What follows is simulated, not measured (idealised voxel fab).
Process module under the name voxel transistor to metal
Displayed cross-section: cut, width of 215 nm, square cells sized 5 nm.
If you're reading a cross-section in this doc, picture square cells in a grid; it comes to you as bands, top ones listed first down to the bottom, and a band can be one or more rows of cells.
Band entry format. Leading values: height of top, height of bottom, nm. Remainder: materials in left-to-right order, each with its width in nm. Special words: "throughout" on a single material, which then fills the band edge to edge; "blank", empty space.
Height is counted from the level 0, under which the received wafer is composed throughout of one material. The lowest of the bands is not closed at the bottom but continues downward, in the notation "0 -> down".
Top row gets the first number, bottom row gets the second, and each row in between changes by the same step: that is how a band width like "30 to 40" works.
Step marked "no alteration"? Then no cell in the cross-section changed in it.
Any empty space of 8 cells or more lacking an open way to the top shows up in "Enclosed void entries" as width x height at distance, distance from the left edge, in nm.
Past the settings on a step's line: simulator remark, on that step.
Regarding "overlay nm": on a step with a mask, it is the distance the mask lay to the right of its planned place; a negative value places it to the left.
Note on reading: below, each pair holds a cross-section from before one process step and one from after it; the one from after shows only down to the lowest band that changed. Beneath the pair, the step in between is stated along with its settings. The pairs can stem from different runs of this module on the same starting wafer. Where a pair's entry headed "State before step" says so, and only there, that pair continues from the pair above it.
State before step
    30 -> 25  TiN 55, then blank 10, then TiN 80, then blank 10, then TiN 60
    25 -> 10  SiO2 50, then TiN 5, then blank 10, then TiN 5, then SiO2 70, then TiN 5, then blank 10, then TiN 5, then SiO2 55
    10 -> 0  SiO2 50, then TiN 5, then blank 10, then TiN 5, then SiO2 10, then SiN 5, then HfO2 5, then TiN 5, then W 20, then TiN 5, then HfO2 5, then SiN 5, then SiO2 10, then TiN 5, then blank 10, then TiN 5, then SiO2 55
    0 -> -5  SiO2 40, then SiN 5, then SiO2 5, then TiN 20, then SiO2 10, then SiN 5, then HfO2 5, then TiN 30, then HfO2 5, then SiN 5, then SiO2 10, then TiN 20, then SiO2 5, then SiN 5, then SiO2 45
    -5 -> -10  SiO2 45, then pSi 35, then SiO2 5, then HfO2 40, then SiO2 5, then pSi 35, then SiO2 50
    -10 -> -15  SiO2 50, then Si 110, then SiO2 55
    -15 -> -30  SiO2 45, then Si 120, then SiO2 50
    -30 -> down  Si throughout
    Enclosed void entries: none
Resulting Structure
    40 -> 30  W throughout
    30 -> 25  TiN 55, then W 10, then TiN 80, then W 10, then TiN 60
    25 -> 10  SiO2 50, then TiN 5, then W 10, then TiN 5, then SiO2 70, then TiN 5, then W 10, then TiN 5, then SiO2 55
    10 -> 0  SiO2 50, then TiN 5, then W 10, then TiN 5, then SiO2 10, then SiN 5, then HfO2 5, then TiN 5, then W 20, then TiN 5, then HfO2 5, then SiN 5, then SiO2 10, then TiN 5, then W 10, then TiN 5, then SiO2 55
    Unchanged below 0.
    Enclosed void entries: none
Intermediate step for the cross-sections above: FILL_DEP (material W; thk nm 10)
State before step: same picture as after in the pair right above, so we don't repeat it.
Resulting Structure
    25 -> 10  SiO2 50, then TiN 5, then W 10, then TiN 5, then SiO2 70, then TiN 5, then W 10, then TiN 5, then SiO2 55
    Unchanged below 10.
    Enclosed void entries: none
Intermediate step for the cross-sections above: CMP (height nm 25)
State before step: same picture as after in the pair right above, so we don't repeat it.
Resulting Structure
    30 -> 25  SiN throughout
    Unchanged below 25.
    Enclosed void entries: none
Intermediate step for the cross-sections above: CONFORMAL_DEP (material SiN; thk nm 5)
State before step: same picture as after in the pair right above, so we don't repeat it.
Resulting Structure
    50 -> 30  SiO2 throughout
    Unchanged below 30.
    Enclosed void entries: none
Intermediate step for the cross-sections above: DIRECTIONAL_DEP (material SiO2; thk nm 20)
State before step: same picture as after in the pair right above, so we don't repeat it.
Resulting Structure
    50 -> 30  SiO2 50, then blank 20, then SiO2 70, then blank 20, then SiO2 55
    Unchanged below 30.
    Enclosed void entries: none
Intermediate step for the cross-sections above: MASKED_ETCH (tone open; mask id METAL_1; width nm 20; pitch nm 90; etch materials SiO2; depth nm 20; overlay nm 0)
State before step: same picture as after in the pair right above, so we don't repeat it.
Resulting Structure
    50 -> 30  SiO2 50, then blank 20, then SiO2 70, then blank 20, then SiO2 55
    30 -> 25  SiN 50, then blank 20, then SiN 70, then blank 20, then SiN 55
    Unchanged below 25.
    Enclosed void entries: none
Intermediate step for the cross-sections above: MASKED_ETCH (tone open; mask id METAL_1; width nm 20; pitch nm 90; etch materials SiN; depth nm 5; overlay nm 0)
State before step: same picture as after in the pair right above, so we don't repeat it.
Resulting Structure
    55 -> 50  TiN 55, then blank 10, then TiN 80, then blank 10, then TiN 60
    50 -> 30  SiO2 50, then TiN 5, then blank 10, then TiN 5, then SiO2 70, then TiN 5, then blank 10, then TiN 5, then SiO2 55
    30 -> 25  SiN 50, then TiN 20, then SiN 70, then TiN 20, then SiN 55
    Unchanged below 25.
    Enclosed void entries: none
Intermediate step for the cross-sections above: CONFORMAL_DEP (material TiN; thk nm 5)
State before step: same picture as after in the pair right above, so we don't repeat it.
Resulting Structure
    60 -> 55  Ru throughout
    55 -> 50  TiN 55, then Ru 10, then TiN 80, then Ru 10, then TiN 60
    50 -> 30  SiO2 50, then TiN 5, then Ru 10, then TiN 5, then SiO2 70, then TiN 5, then Ru 10, then TiN 5, then SiO2 55
    Unchanged below 30.
    Enclosed void entries: none
Intermediate step for the cross-sections above: FILL_DEP (material Ru; thk nm 5)
State before step: same picture as after in the pair right above, so we don't repeat it.
Resulting Structure
    50 -> 30  SiO2 50, then TiN 5, then Ru 10, then TiN 5, then SiO2 70, then TiN 5, then Ru 10, then TiN 5, then SiO2 55
    Unchanged below 30.
    Enclosed void entries: none
Intermediate step for the cross-sections above: CMP (height nm 50)
State before step: same picture as after in the pair right above, so we don't repeat it.
Resulting Structure
    55 -> 50  SiCN throughout
    Unchanged below 50.
    Enclosed void entries: none
Intermediate step for the cross-sections above: CONFORMAL_DEP (material SiCN; thk nm 5)
State before step
    35 -> 25  W throughout
    25 -> 20  W 70, then TiN 25, then W 20, then TiN 25, then W 75
    20 -> 15  TiN 75, then HfO2 15, then TiN 5, then W 20, then TiN 5, then HfO2 15, then TiN 80
    15 -> 10  HfO2 80, then SiN 5, then HfO2 5, then TiN 5, then W 20, then TiN 5, then HfO2 5, then SiN 5, then HfO2 85
    10 -> 0  SiO2 80, then SiN 5, then HfO2 5, then TiN 5, then W 20, then TiN 5, then HfO2 5, then SiN 5, then SiO2 85
    0 -> -5  SiO2 45, then SiN 5, then SiO2 30, then SiN 5, then HfO2 5, then TiN 30, then HfO2 5, then SiN 5, then SiO2 30, then SiN 5, then SiO2 50
    -5 -> -10  SiO2 50, then pSi 30, then SiO2 5, then HfO2 40, then SiO2 5, then pSi 30, then SiO2 55
    -10 -> -30  SiO2 45, then Si 120, then SiO2 50
    -30 -> down  Si throughout
    Enclosed void entries: none
Resulting Structure
    0 -> -5  SiO2 45, then SiN 5, then SiO2 30, then SiN 5, then HfO2 5, then TiN 30, then HfO2 5, then SiN 5, then SiO2 30, then SiN 5, then SiO2 50
    Unchanged below -5.
    Enclosed void entries: none
Intermediate step for the cross-sections above: CMP (height nm 0)
State before step: same picture as after in the pair right above, so we don't repeat it.
Resulting Structure
    15 -> 0  SiO2 throughout
    Unchanged below 0.
    Enclosed void entries: none
Intermediate step for the cross-sections above: DIRECTIONAL_DEP (material SiO2; thk nm 15)
State before step: same picture as after in the pair right above, so we don't repeat it.
Resulting Structure
    15 -> 0  SiO2 50, then blank 20, then SiO2 70, then blank 20, then SiO2 55
    0 -> -5  SiO2 45, then SiN 5, then blank 20, then SiO2 10, then SiN 5, then HfO2 5, then TiN 30, then HfO2 5, then SiN 5, then SiO2 10, then blank 20, then SiN 5, then SiO2 50
    Unchanged below -5.
    Enclosed void entries: none
Intermediate step for the cross-sections above: MASKED_ETCH (tone open; mask id CONTACT; width nm 20; pitch nm 90; etch materials SiO2; depth nm 30; overlay nm 0)
State before step: same picture as after in the pair right above, so we don't repeat it.
Resulting Structure
    20 -> 15  TiN 55, then blank 10, then TiN 80, then blank 10, then TiN 60
    15 -> 0  SiO2 50, then TiN 5, then blank 10, then TiN 5, then SiO2 70, then TiN 5, then blank 10, then TiN 5, then SiO2 55
    0 -> -5  SiO2 45, then SiN 5, then TiN 20, then SiO2 10, then SiN 5, then HfO2 5, then TiN 30, then HfO2 5, then SiN 5, then SiO2 10, then TiN 20, then SiN 5, then SiO2 50
    Unchanged below -5.
    Enclosed void entries: none
Intermediate step for the cross-sections above: CONFORMAL_DEP (material TiN; thk nm 5)
State before step: same picture as after in the pair right above, so we don't repeat it.
Resulting Structure
    30 -> 20  W throughout
    20 -> 15  TiN 55, then W 10, then TiN 80, then W 10, then TiN 60
    15 -> 0  SiO2 50, then TiN 5, then W 10, then TiN 5, then SiO2 70, then TiN 5, then W 10, then TiN 5, then SiO2 55
    Unchanged below 0.
    Enclosed void entries: none
Intermediate step for the cross-sections above: FILL_DEP (material W; thk nm 10)
State before step: same picture as after in the pair right above, so we don't repeat it.
Resulting Structure
    25 -> 20  W throughout
    Unchanged below 20.
    Enclosed void entries: none
Intermediate step for the cross-sections above: CMP (height nm 25)
State before step: same picture as after in the pair right above, so we don't repeat it.
Resulting Structure
    30 -> 25  SiN throughout
    Unchanged below 25.
    Enclosed void entries: none
Intermediate step for the cross-sections above: CONFORMAL_DEP (material SiN; thk nm 5)
State before step: same picture as after in the pair right above, so we don't repeat it.
Resulting Structure
    50 -> 30  SiO2 throughout
    Unchanged below 30.
    Enclosed void entries: none
Intermediate step for the cross-sections above: DIRECTIONAL_DEP (material SiO2; thk nm 20)
State before step: same picture as after in the pair right above, so we don't repeat it.
Resulting Structure
    50 -> 30  SiO2 50, then blank 20, then SiO2 70, then blank 20, then SiO2 55
    Unchanged below 30.
    Enclosed void entries: none
Intermediate step for the cross-sections above: MASKED_ETCH (tone open; mask id METAL_1; width nm 20; pitch nm 90; etch materials SiO2; depth nm 20; overlay nm 0)
State before step: same picture as after in the pair right above, so we don't repeat it.
Resulting Structure
    50 -> 30  SiO2 50, then blank 20, then SiO2 70, then blank 20, then SiO2 55
    30 -> 25  SiN 50, then blank 20, then SiN 70, then blank 20, then SiN 55
    Unchanged below 25.
    Enclosed void entries: none
Intermediate step for the cross-sections above: MASKED_ETCH (tone open; mask id METAL_1; width nm 20; pitch nm 90; etch materials SiN; depth nm 5; overlay nm 0)
State before step: same picture as after in the pair right above, so we don't repeat it.
Resulting Structure
    55 -> 50  TiN 55, then blank 10, then TiN 80, then blank 10, then TiN 60
    50 -> 30  SiO2 50, then TiN 5, then blank 10, then TiN 5, then SiO2 70, then TiN 5, then blank 10, then TiN 5, then SiO2 55
    30 -> 25  SiN 50, then TiN 20, then SiN 70, then TiN 20, then SiN 55
    Unchanged below 25.
    Enclosed void entries: none
Intermediate step for the cross-sections above: CONFORMAL_DEP (material TiN; thk nm 5)
State before step: same picture as after in the pair right above, so we don't repeat it.
Resulting Structure
    60 -> 55  Ru throughout
    55 -> 50  TiN 55, then Ru 10, then TiN 80, then Ru 10, then TiN 60
    50 -> 30  SiO2 50, then TiN 5, then Ru 10, then TiN 5, then SiO2 70, then TiN 5, then Ru 10, then TiN 5, then SiO2 55
    Unchanged below 30.
    Enclosed void entries: none
Intermediate step for the cross-sections above: FILL_DEP (material Ru; thk nm 5)
State before step: same picture as after in the pair right above, so we don't repeat it.
Resulting Structure
    50 -> 30  SiO2 50, then TiN 5, then Ru 10, then TiN 5, then SiO2 70, then TiN 5, then Ru 10, then TiN 5, then SiO2 55
    Unchanged below 30.
    Enclosed void entries: none
Intermediate step for the cross-sections above: CMP (height nm 50)
State before step: same picture as after in the pair right above, so we don't repeat it.
Resulting Structure
    55 -> 50  SiCN throughout
    Unchanged below 50.
    Enclosed void entries: none
Intermediate step for the cross-sections above: CONFORMAL_DEP (material SiCN; thk nm 5)
State before step
    20 -> 10  aC throughout
    10 -> 0  SiN throughout
    0 -> -5  SiO2 throughout
    -5 -> down  Si throughout
    Enclosed void entries: none
Resulting Structure
    45 -> 20  blank 40, then resist 130, then blank 45
    Unchanged below 20.
    Enclosed void entries: none
Intermediate step for the cross-sections above: PATTERN (tone cover; mask id ACTIVE; material resist; width nm 130; thk nm 25; overlay nm 0)
State before step: same picture as after in the pair right above, so we don't repeat it.
Resulting Structure
    35 -> 20  blank 40, then resist 130, then blank 45
    20 -> 10  blank 40, then aC 130, then blank 45
    Unchanged below 10.
    Enclosed void entries: none
Intermediate step for the cross-sections above: DIRECTIONAL_ETCH (etch materials aC; depth nm 10)
State before step: same picture as after in the pair right above, so we don't repeat it.
Resulting Structure
    20 -> 10  blank 40, then aC 130, then blank 45
    Unchanged below 10.
    Enclosed void entries: none
Intermediate step for the cross-sections above: STRIP (etch materials resist)
State before step: same picture as after in the pair right above, so we don't repeat it.
Resulting Structure
    20 -> 10  blank 40, then aC 130, then blank 45
    10 -> 0  blank 40, then SiN 130, then blank 45
    Unchanged below 0.
    Enclosed void entries: none
Intermediate step for the cross-sections above: DIRECTIONAL_ETCH (etch materials SiN; depth nm 10)
State before step: same picture as after in the pair right above, so we don't repeat it.
Resulting Structure
    20 -> 10  blank 40, then aC 130, then blank 45
    10 -> 0  blank 40, then SiN 130, then blank 45
    0 -> -5  blank 40, then SiO2 130, then blank 45
    Unchanged below -5.
    Enclosed void entries: none
Intermediate step for the cross-sections above: DIRECTIONAL_ETCH (etch materials SiO2; depth nm 5)
State before step: same picture as after in the pair right above, so we don't repeat it.
Resulting Structure
    20 -> 10  blank 40, then aC 130, then blank 45
    10 -> 0  blank 40, then SiN 130, then blank 45
    0 -> -5  blank 40, then SiO2 130, then blank 45
    -5 -> -30  blank 40, then Si 130, then blank 45
    Unchanged below -30.
    Enclosed void entries: none
Intermediate step for the cross-sections above: DIRECTIONAL_ETCH (etch materials Si; depth nm 25)
State before step: same picture as after in the pair right above, so we don't repeat it.
Resulting Structure
    10 -> 0  blank 40, then SiN 130, then blank 45
    Unchanged below 0.
    Enclosed void entries: none
Intermediate step for the cross-sections above: STRIP (etch materials aC)
State before step: same picture as after in the pair right above, so we don't repeat it.
Resulting Structure
    25 -> 10  SiO2 throughout
    10 -> 0  SiO2 40, then SiN 130, then SiO2 45
    0 -> -5  SiO2 throughout
    -5 -> -30  SiO2 40, then Si 130, then SiO2 45
    Unchanged below -30.
    Enclosed void entries: none
Intermediate step for the cross-sections above: FILL_DEP (material SiO2; thk nm 15)
State before step: same picture as after in the pair right above, so we don't repeat it.
Resulting Structure
    10 -> 0  SiO2 40, then SiN 130, then SiO2 45
    Unchanged below 0.
    Enclosed void entries: none
Intermediate step for the cross-sections above: CMP (height nm 10)
State before step: same picture as after in the pair right above, so we don't repeat it.
Resulting Structure
    10 -> 5  blank 40, then SiN 130, then blank 45
    Unchanged below 5.
    Enclosed void entries: none
Intermediate step for the cross-sections above: SELECTIVE_ETCH (etch materials SiO2; depth nm 5)
State before step: same picture as after in the pair right above, so we don't repeat it.
Resulting Structure
    5 -> 0  SiO2 40, then blank 130, then SiO2 45
    Unchanged below 0.
    Enclosed void entries: none
Intermediate step for the cross-sections above: STRIP (etch materials SiN)
State before step: same picture as after in the pair right above, so we don't repeat it.
Resulting Structure
    0 -> -5  SiO2 35, then blank 140, then SiO2 40
    Unchanged below -5.
    Enclosed void entries: none
Intermediate step for the cross-sections above: SELECTIVE_ETCH (etch materials SiO2; depth nm 5)
State before step: same picture as after in the pair right above, so we don't repeat it.
Resulting Structure
    0 -> -5  SiO2 35, then blank 140, then SiO2 40
    -5 -> -10  SiO2 throughout
    Unchanged below -10.
    Enclosed void entries: none
Intermediate step for the cross-sections above: OXIDIZE (depth nm 5)
State before step: same picture as after in the pair right above, so we don't repeat it.
Resulting Structure
    20 -> 15  polySi 35, then blank 140, then polySi 40
    15 -> 0  polySi throughout
    0 -> -5  SiO2 35, then polySi 140, then SiO2 40
    Unchanged below -5.
    Enclosed void entries: none
Intermediate step for the cross-sections above: DIRECTIONAL_DEP (material polySi; thk nm 20)
State before step: same picture as after in the pair right above, so we don't repeat it.
Resulting Structure
    30 -> 25  SiCN 35, then blank 140, then SiCN 40
    25 -> 20  SiCN throughout
    20 -> 15  polySi 35, then SiCN 140, then polySi 40
    Unchanged below 15.
    Enclosed void entries: none
Intermediate step for the cross-sections above: DIRECTIONAL_DEP (material SiCN; thk nm 10)
State before step: same picture as after in the pair right above, so we don't repeat it.
Resulting Structure
    25 -> 20  blank 90, then SiCN 30, then blank 95
    20 -> 15  polySi 35, then blank 55, then SiCN 30, then blank 55, then polySi 40
    Unchanged below 15.
    Enclosed void entries: none
Intermediate step for the cross-sections above: MASKED_ETCH (tone cover; mask id GATE; width nm 30; etch materials SiCN; depth nm 20; overlay nm 0)
State before step: same picture as after in the pair right above, so we don't repeat it.
Resulting Structure
    25 -> 15  blank 90, then SiCN 30, then blank 95
    15 -> 0  blank 90, then polySi 30, then blank 95
    0 -> -5  SiO2 35, then blank 55, then polySi 30, then blank 55, then SiO2 40
    Unchanged below -5.
    Enclosed void entries: none
Intermediate step for the cross-sections above: MASKED_ETCH (tone cover; mask id GATE; width nm 30; etch materials polySi; depth nm 30; overlay nm 0)
State before step: same picture as after in the pair right above, so we don't repeat it.
Resulting Structure
    30 -> 25  blank 85, then SiO2 40, then blank 90
    25 -> 15  blank 85, then SiO2 5, then SiCN 30, then SiO2 5, then blank 90
    15 -> 5  blank 85, then SiO2 5, then polySi 30, then SiO2 5, then blank 90
    5 -> 0  SiO2 40, then blank 45, then SiO2 5, then polySi 30, then SiO2 5, then blank 45, then SiO2 45
    0 -> -5  SiO2 90, then polySi 30, then SiO2 95
    Unchanged below -5.
    Enclosed void entries: none
Intermediate step for the cross-sections above: CONFORMAL_DEP (material SiO2; thk nm 5)
State before step: same picture as after in the pair right above, so we don't repeat it.
Resulting Structure
    25 -> 15  blank 85, then SiO2 5, then SiCN 30, then SiO2 5, then blank 90
    15 -> 0  blank 85, then SiO2 5, then polySi 30, then SiO2 5, then blank 90
    0 -> -5  SiO2 40, then blank 45, then SiO2 5, then polySi 30, then SiO2 5, then blank 45, then SiO2 45
    Unchanged below -5.
    Enclosed void entries: none
Intermediate step for the cross-sections above: DIRECTIONAL_ETCH (etch materials SiO2; depth nm 5)
State before step: same picture as after in the pair right above, so we don't repeat it.
Resulting Structure
    30 -> 25  blank 80, then SiN 50, then blank 85
    25 -> 15  blank 80, then SiN 5, then SiO2 5, then SiCN 30, then SiO2 5, then SiN 5, then blank 85
    15 -> 5  blank 80, then SiN 5, then SiO2 5, then polySi 30, then SiO2 5, then SiN 5, then blank 85
    5 -> 0  SiN 45, then blank 35, then SiN 5, then SiO2 5, then polySi 30, then SiO2 5, then SiN 5, then blank 35, then SiN 50
    0 -> -5  SiO2 40, then SiN 45, then SiO2 5, then polySi 30, then SiO2 5, then SiN 45, then SiO2 45
    Unchanged below -5.
    Enclosed void entries: none
Intermediate step for the cross-sections above: CONFORMAL_DEP (material SiN; thk nm 5)
State before step: same picture as after in the pair right above, so we don't repeat it.
Resulting Structure
    25 -> 15  blank 80, then SiN 5, then SiO2 5, then SiCN 30, then SiO2 5, then SiN 5, then blank 85
    15 -> 0  blank 80, then SiN 5, then SiO2 5, then polySi 30, then SiO2 5, then SiN 5, then blank 85
    0 -> -5  SiO2 40, then SiN 5, then blank 35, then SiN 5, then SiO2 5, then polySi 30, then SiO2 5, then SiN 5, then blank 35, then SiN 5, then SiO2 45
    Unchanged below -5.
    Enclosed void entries: none
Intermediate step for the cross-sections above: DIRECTIONAL_ETCH (etch materials SiN; depth nm 5)
State before step: same picture as after in the pair right above, so we don't repeat it.
Resulting Structure
    25 -> 20  blank 80, then SiN 5, then blank 5, then SiCN 30, then blank 5, then SiN 5, then blank 85
    20 -> 15  blank 80, then SiN 5, then SiO2 5, then SiCN 30, then SiO2 5, then SiN 5, then blank 85
    15 -> 0  blank 80, then SiN 5, then SiO2 5, then polySi 30, then SiO2 5, then SiN 5, then blank 85
    0 -> -5  blank 40, then SiN 5, then blank 35, then SiN 5, then SiO2 5, then polySi 30, then SiO2 5, then SiN 5, then blank 35, then SiN 5, then blank 45
    -5 -> -10  SiO2 45, then blank 35, then SiO2 50, then blank 35, then SiO2 50
    Unchanged below -10.
    Enclosed void entries: none
Intermediate step for the cross-sections above: DIRECTIONAL_ETCH (etch materials SiO2; depth nm 5)
State before step: same picture as after in the pair right above, so we don't repeat it.
Resulting Structure
    25 -> 20  blank 80, then SiN 5, then blank 5, then SiCN 30, then blank 5, then SiN 5, then blank 85
    20 -> 15  blank 80, then SiN 5, then SiO2 5, then SiCN 30, then SiO2 5, then SiN 5, then blank 85
    15 -> 0  blank 80, then SiN 5, then SiO2 5, then polySi 30, then SiO2 5, then SiN 5, then blank 85
    0 -> -5  blank 40, then SiN 5, then blank 35, then SiN 5, then SiO2 5, then polySi 30, then SiO2 5, then SiN 5, then blank 35, then SiN 5, then blank 45
    -5 -> -10  SiO2 45, then pSi 35, then SiO2 50, then pSi 35, then SiO2 50
    Unchanged below -10.
    Enclosed void entries: none
Intermediate step for the cross-sections above: EPI (material pSi; thk nm 5)
State before step: same picture as after in the pair right above, so we don't repeat it.
Resulting Structure
    35 -> 25  SiO2 throughout
    25 -> 15  SiO2 80, then SiN 5, then SiO2 5, then SiCN 30, then SiO2 5, then SiN 5, then SiO2 85
    15 -> 0  SiO2 80, then SiN 5, then SiO2 5, then polySi 30, then SiO2 5, then SiN 5, then SiO2 85
    0 -> -5  SiO2 40, then SiN 5, then SiO2 35, then SiN 5, then SiO2 5, then polySi 30, then SiO2 5, then SiN 5, then SiO2 35, then SiN 5, then SiO2 45
    Unchanged below -5.
    Enclosed void entries: none
Intermediate step for the cross-sections above: FILL_DEP (material SiO2; thk nm 10)
State before step: same picture as after in the pair right above, so we don't repeat it.
Resulting Structure
    15 -> 0  SiO2 80, then SiN 5, then SiO2 5, then polySi 30, then SiO2 5, then SiN 5, then SiO2 85
    Unchanged below 0.
    Enclosed void entries: none
Intermediate step for the cross-sections above: CMP (height nm 15)
State before step: same picture as after in the pair right above, so we don't repeat it.
Resulting Structure
    15 -> 0  SiO2 80, then SiN 5, then SiO2 5, then blank 30, then SiO2 5, then SiN 5, then SiO2 85
    0 -> -5  SiO2 40, then SiN 5, then SiO2 35, then SiN 5, then SiO2 5, then blank 30, then SiO2 5, then SiN 5, then SiO2 35, then SiN 5, then SiO2 45
    Unchanged below -5.
    Enclosed void entries: none
Intermediate step for the cross-sections above: STRIP (etch materials polySi)
State before step: same picture as after in the pair right above, so we don't repeat it.
Resulting Structure
    15 -> 10  blank 80, then SiN 5, then blank 40, then SiN 5, then blank 85
    10 -> 0  SiO2 80, then SiN 5, then blank 40, then SiN 5, then SiO2 85
    0 -> -5  SiO2 40, then SiN 5, then SiO2 35, then SiN 5, then blank 40, then SiN 5, then SiO2 35, then SiN 5, then SiO2 45
    -5 -> -10  SiO2 45, then pSi 35, then SiO2 5, then blank 40, then SiO2 5, then pSi 35, then SiO2 50
    Unchanged below -10.
    Enclosed void entries: none
Intermediate step for the cross-sections above: SELECTIVE_ETCH (etch materials SiO2; depth nm 5)
State before step: same picture as after in the pair right above, so we don't repeat it.
Resulting Structure
    20 -> 15  blank 75, then HfO2 15, then blank 30, then HfO2 15, then blank 80
    15 -> 10  HfO2 80, then SiN 5, then HfO2 5, then blank 30, then HfO2 5, then SiN 5, then HfO2 85
    10 -> 0  SiO2 80, then SiN 5, then HfO2 5, then blank 30, then HfO2 5, then SiN 5, then SiO2 85
    0 -> -5  SiO2 40, then SiN 5, then SiO2 35, then SiN 5, then HfO2 5, then blank 30, then HfO2 5, then SiN 5, then SiO2 35, then SiN 5, then SiO2 45
    -5 -> -10  SiO2 45, then pSi 35, then SiO2 5, then HfO2 40, then SiO2 5, then pSi 35, then SiO2 50
    Unchanged below -10.
    Enclosed void entries: none
Intermediate step for the cross-sections above: CONFORMAL_DEP (material HfO2; thk nm 5)
State before step: same picture as after in the pair right above, so we don't repeat it.
Resulting Structure
    25 -> 20  blank 70, then TiN 25, then blank 20, then TiN 25, then blank 75
    20 -> 15  TiN 75, then HfO2 15, then TiN 5, then blank 20, then TiN 5, then HfO2 15, then TiN 80
    15 -> 10  HfO2 80, then SiN 5, then HfO2 5, then TiN 5, then blank 20, then TiN 5, then HfO2 5, then SiN 5, then HfO2 85
    10 -> 0  SiO2 80, then SiN 5, then HfO2 5, then TiN 5, then blank 20, then TiN 5, then HfO2 5, then SiN 5, then SiO2 85
    0 -> -5  SiO2 40, then SiN 5, then SiO2 35, then SiN 5, then HfO2 5, then TiN 30, then HfO2 5, then SiN 5, then SiO2 35, then SiN 5, then SiO2 45
    Unchanged below -5.
    Enclosed void entries: none
Intermediate step for the cross-sections above: CONFORMAL_DEP (material TiN; thk nm 5)
State before step: same picture as after in the pair right above, so we don't repeat it.
Resulting Structure
    35 -> 25  W throughout
    25 -> 20  W 70, then TiN 25, then W 20, then TiN 25, then W 75
    20 -> 15  TiN 75, then HfO2 15, then TiN 5, then W 20, then TiN 5, then HfO2 15, then TiN 80
    15 -> 10  HfO2 80, then SiN 5, then HfO2 5, then TiN 5, then W 20, then TiN 5, then HfO2 5, then SiN 5, then HfO2 85
    10 -> 0  SiO2 80, then SiN 5, then HfO2 5, then TiN 5, then W 20, then TiN 5, then HfO2 5, then SiN 5, then SiO2 85
    Unchanged below 0.
    Enclosed void entries: none
Intermediate step for the cross-sections above: FILL_DEP (material W; thk nm 10)
State before step: same picture as after in the pair right above, so we don't repeat it.
Resulting Structure
    10 -> 0  SiO2 80, then SiN 5, then HfO2 5, then TiN 5, then W 20, then TiN 5, then HfO2 5, then SiN 5, then SiO2 85
    Unchanged below 0.
    Enclosed void entries: none
Intermediate step for the cross-sections above: CMP (height nm 10)
State before step: same picture as after in the pair right above, so we don't repeat it.
Resulting Structure
    25 -> 10  SiO2 throughout
    Unchanged below 10.
    Enclosed void entries: none
Intermediate step for the cross-sections above: DIRECTIONAL_DEP (material SiO2; thk nm 15)
State before step: same picture as after in the pair right above, so we don't repeat it.
Resulting Structure
    25 -> 10  SiO2 50, then blank 20, then SiO2 70, then blank 20, then SiO2 55
    10 -> 0  SiO2 50, then blank 20, then SiO2 10, then SiN 5, then HfO2 5, then TiN 5, then W 20, then TiN 5, then HfO2 5, then SiN 5, then SiO2 10, then blank 20, then SiO2 55
    0 -> -5  SiO2 40, then SiN 5, then SiO2 5, then blank 20, then SiO2 10, then SiN 5, then HfO2 5, then TiN 30, then HfO2 5, then SiN 5, then SiO2 10, then blank 20, then SiO2 5, then SiN 5, then SiO2 45
    Unchanged below -5.
    Enclosed void entries: none
Intermediate step for the cross-sections above: MASKED_ETCH (tone open; mask id CONTACT; width nm 20; pitch nm 90; etch materials SiO2; depth nm 30; overlay nm 0)
State before step: same picture as after in the pair right above, so we don't repeat it.
Resulting Structure
    30 -> 25  TiN 55, then blank 10, then TiN 80, then blank 10, then TiN 60
    25 -> 10  SiO2 50, then TiN 5, then blank 10, then TiN 5, then SiO2 70, then TiN 5, then blank 10, then TiN 5, then SiO2 55
    10 -> 0  SiO2 50, then TiN 5, then blank 10, then TiN 5, then SiO2 10, then SiN 5, then HfO2 5, then TiN 5, then W 20, then TiN 5, then HfO2 5, then SiN 5, then SiO2 10, then TiN 5, then blank 10, then TiN 5, then SiO2 55
    0 -> -5  SiO2 40, then SiN 5, then SiO2 5, then TiN 20, then SiO2 10, then SiN 5, then HfO2 5, then TiN 30, then HfO2 5, then SiN 5, then SiO2 10, then TiN 20, then SiO2 5, then SiN 5, then SiO2 45
    Unchanged below -5.
    Enclosed void entries: none
Intermediate step for the cross-sections above: CONFORMAL_DEP (material TiN; thk nm 5)
State before step: same picture as after in the pair right above, so we don't repeat it.
Resulting Structure
    40 -> 30  W throughout
    30 -> 25  TiN 55, then W 10, then TiN 80, then W 10, then TiN 60
    25 -> 10  SiO2 50, then TiN 5, then W 10, then TiN 5, then SiO2 70, then TiN 5, then W 10, then TiN 5, then SiO2 55
    10 -> 0  SiO2 50, then TiN 5, then W 10, then TiN 5, then SiO2 10, then SiN 5, then HfO2 5, then TiN 5, then W 20, then TiN 5, then HfO2 5, then SiN 5, then SiO2 10, then TiN 5, then W 10, then TiN 5, then SiO2 55
    Unchanged below 0.
    Enclosed void entries: none
Intermediate step for the cross-sections above: FILL_DEP (material W; thk nm 10)
State before step: same picture as after in the pair right above, so we don't repeat it.
Resulting Structure
    25 -> 10  SiO2 50, then TiN 5, then W 10, then TiN 5, then SiO2 70, then TiN 5, then W 10, then TiN 5, then SiO2 55
    Unchanged below 10.
    Enclosed void entries: none
Intermediate step for the cross-sections above: CMP (height nm 25)
State before step: same picture as after in the pair right above, so we don't repeat it.
Resulting Structure
    30 -> 25  SiN throughout
    Unchanged below 25.
    Enclosed void entries: none
Intermediate step for the cross-sections above: CONFORMAL_DEP (material SiN; thk nm 5)
State before step: same picture as after in the pair right above, so we don't repeat it.
Resulting Structure
    50 -> 30  SiO2 throughout
    Unchanged below 30.
    Enclosed void entries: none
Intermediate step for the cross-sections above: DIRECTIONAL_DEP (material SiO2; thk nm 20)
State before step: same picture as after in the pair right above, so we don't repeat it.
Resulting Structure
    50 -> 30  SiO2 50, then blank 20, then SiO2 70, then blank 20, then SiO2 55
    Unchanged below 30.
    Enclosed void entries: none
Intermediate step for the cross-sections above: MASKED_ETCH (tone open; mask id METAL_1; width nm 20; pitch nm 90; etch materials SiO2; depth nm 20; overlay nm 0)
State before step: same picture as after in the pair right above, so we don't repeat it.
Resulting Structure
    50 -> 30  SiO2 50, then blank 20, then SiO2 70, then blank 20, then SiO2 55
    30 -> 25  SiN 50, then blank 20, then SiN 70, then blank 20, then SiN 55
    Unchanged below 25.
    Enclosed void entries: none
Intermediate step for the cross-sections above: MASKED_ETCH (tone open; mask id METAL_1; width nm 20; pitch nm 90; etch materials SiN; depth nm 5; overlay nm 0)
State before step: same picture as after in the pair right above, so we don't repeat it.
Resulting Structure
    55 -> 50  TiN 55, then blank 10, then TiN 80, then blank 10, then TiN 60
    50 -> 30  SiO2 50, then TiN 5, then blank 10, then TiN 5, then SiO2 70, then TiN 5, then blank 10, then TiN 5, then SiO2 55
    30 -> 25  SiN 50, then TiN 20, then SiN 70, then TiN 20, then SiN 55
    Unchanged below 25.
    Enclosed void entries: none
Intermediate step for the cross-sections above: CONFORMAL_DEP (material TiN; thk nm 5)
